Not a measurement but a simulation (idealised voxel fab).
process module | voxel local oxidation
cross-section cut | 255 nm wide | cells 5 nm
A cross-section is a grid of square cells, given in bands from the top down. A band is one or more rows of cells.
Each band's line starts with the height of the band's top and of its bottom, in nm. Then come its materials from left to right, each with its width in nm. One material with "throughout" fills the band from edge to edge. "air" is empty space.
Height 0 is the level under which the wafer as received is all one material. The lowest band goes on downwards, as in "0 down".
A width such as "30 to 40" changes by the same amount from each row of cells to the next, from the band's top row to its bottom row.
"no change" after a step means that no cell of the cross-section changed.
closed voids: empty space of 8 cells or more with no open way to the top, each as width x height at its distance from the left edge, in nm
after a step's settings: what the simulator itself notes on the step
overlay nm, on a step with a mask: how far to the right of its planned place the mask lay; to the left if negative
plan
1 op RECEIVE | material Si
2 op CONFORMAL_DEP | material SiO2 | thk nm 5
3 op CONFORMAL_DEP | material SiN | thk nm 15
4 op PATTERN | tone cover | mask id ACTIVE | material resist | width nm 105 | thk nm 15 | overlay nm 0
5 op DIRECTIONAL_ETCH | etch materials SiN | depth nm 15
6 op STRIP | etch materials resist
7 op SELECTIVE_ETCH | etch materials SiO2 | depth nm 5
8 op OXIDIZE | depth nm 10
9 op STRIP | etch materials SiN
as received, after step 1
  0 down: Si throughout
  closed voids: none
first wafer at the end, as planned
  5 to 0: air 80 | SiO2 95 | air 80
  0 to -10: SiO2 90 | Si 75 | SiO2 90
  -10 down: Si throughout
  closed voids: none
second wafer at the end: like start, like plan, one mistake
  5 to 0: SiO2 70 | air 115 | SiO2 70
  0 to -10: Si 60 | SiO2 135 | Si 60
  -10 down: Si throughout
  closed voids: none
what went wrong: step 4 ran as: op PATTERN | tone open | mask id ACTIVE | material resist | width nm 105 | thk nm 15 | overlay nm 0
at the end the second wafer has, in cells: 18 more of Si | 9 fewer of SiO2
